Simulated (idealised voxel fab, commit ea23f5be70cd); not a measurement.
process module | voxel self aligned contacts
cross-section cut | 280 nm wide | cells 5 nm
A cross-section is a grid of square cells, given in bands from the top down. A band is one or more rows of cells.
Each band's line starts with the height of the band's top and of its bottom, in nm. Then come its materials from left to right, each with its width in nm. One material with "throughout" fills the band from edge to edge. "air" is empty space.
Height 0 is the level under which the wafer as received is all one material. The lowest band goes on downwards, as in "0 down".
A width such as "30 to 40" changes by the same amount from each row of cells to the next, from the band's top row to its bottom row.
"no change" after a step means that no cell of the cross-section changed.
closed voids: empty space of 8 cells or more with no open way to the top, each as width x height at its distance from the left edge, in nm
after a step's settings: what the simulator itself notes on the step
overlay nm, on a step with a mask: how far to the right of its planned place the mask lay; to the left if negative
plan
1 op RECEIVE | material Si
2 op CONFORMAL_DEP | material SiO2 | thk nm 5
3 op DIRECTIONAL_DEP | material polySi | thk nm 25
4 op DIRECTIONAL_DEP | material SiN | thk nm 20
5 op DIRECTIONAL_DEP | material aC | thk nm 10
6 op PATTERN | tone cover | mask id GATE | material resist | width nm 35 | pitch nm 70 | thk nm 25 | overlay nm -15
7 op DIRECTIONAL_ETCH | etch materials aC | depth nm 10
8 op STRIP | etch materials resist
9 op DIRECTIONAL_ETCH | etch materials SiN | depth nm 20
10 op DIRECTIONAL_ETCH | etch materials polySi | depth nm 25
11 op STRIP | etch materials aC
12 op CONFORMAL_DEP | material SiN | thk nm 5
13 op DIRECTIONAL_ETCH | etch materials SiN | depth nm 5
14 op FILL_DEP | material SiO2 | thk nm 10
15 op CMP | height nm 55
16 op DIRECTIONAL_DEP | material aC | thk nm 10
17 op PATTERN | tone open | mask id CONTACT | material resist | width nm 55 | pitch nm 70 | thk nm 25 | overlay nm 0
18 op DIRECTIONAL_ETCH | etch materials aC | depth nm 10
19 op STRIP | etch materials resist
20 op DIRECTIONAL_ETCH | etch materials SiO2 | depth nm 55
21 op STRIP | etch materials aC
22 op CONFORMAL_DEP | material TiN | thk nm 5
23 op FILL_DEP | material Ru | thk nm 10
24 op CMP | height nm 55
25 op CONFORMAL_DEP | material SiN | thk nm 5
varied across the wafers: overlay nm of step 6. The plan shows the first wafer's value. All wafers start alike
first wafer as received, after step 1
  0 down: Si throughout
  closed voids: none
first wafer at the end, after step 25
  60 to 55: SiN throughout
  55 to 50: SiO2 75 | TiN 5 | Ru 15 | TiN 35 | SiO2 15 | TiN 5 | Ru 15 | TiN 35 | SiO2 80
  50 to 30: SiO2 30 | SiN 45 | TiN 5 | Ru 15 | TiN 5 | SiN 45 | TiN 5 | Ru 15 | TiN 5 | SiN 45 | SiO2 65
  30 to 5: SiO2 30 | SiN 5 | polySi 35 | SiN 5 | TiN 5 | Ru 15 | TiN 5 | SiN 5 | polySi 35 | SiN 5 | TiN 5 | Ru 15 | TiN 5 | SiN 5 | polySi 35 | SiN 5 | SiO2 65
  5 to 0: SiO2 75 | TiN 25 | SiO2 45 | TiN 25 | SiO2 110
  0 down: Si throughout
  closed voids: none
last wafer at the end
  60 to 55: SiN throughout
  55 to 50: SiO2 75 | TiN 35 | Ru 15 | TiN 5 | SiO2 15 | TiN 35 | Ru 15 | TiN 5 | SiO2 80
  50 to 30: SiO2 60 | SiN 45 | TiN 5 | Ru 15 | TiN 5 | SiN 45 | TiN 5 | Ru 15 | TiN 5 | SiN 45 | SiO2 35
  30 to 5: SiO2 60 | SiN 5 | polySi 35 | SiN 5 | TiN 5 | Ru 15 | TiN 5 | SiN 5 | polySi 35 | SiN 5 | TiN 5 | Ru 15 | TiN 5 | SiN 5 | polySi 35 | SiN 5 | SiO2 35
  5 to 0: SiO2 105 | TiN 25 | SiO2 45 | TiN 25 | SiO2 80
  0 down: Si throughout
  closed voids: none
each wafer at the end: cells of each material gained (+) or lost (-) since it was received, then its closed voids
overlay nm -15 | +60 Ru | +194 SiN | +251 SiO2 | +62 TiN | +105 polySi | closed voids: none
overlay nm -10 | +60 Ru | +194 SiN | +251 SiO2 | +62 TiN | +105 polySi | closed voids: none
overlay nm -5 | +60 Ru | +194 SiN | +251 SiO2 | +62 TiN | +105 polySi | closed voids: none
overlay nm 0 | +60 Ru | +194 SiN | +251 SiO2 | +62 TiN | +105 polySi | closed voids: none
overlay nm 5 | +60 Ru | +194 SiN | +251 SiO2 | +62 TiN | +105 polySi | closed voids: none
overlay nm 10 | +60 Ru | +194 SiN | +251 SiO2 | +62 TiN | +105 polySi | closed voids: none
overlay nm 15 | +60 Ru | +194 SiN | +251 SiO2 | +62 TiN | +105 polySi | closed voids: none
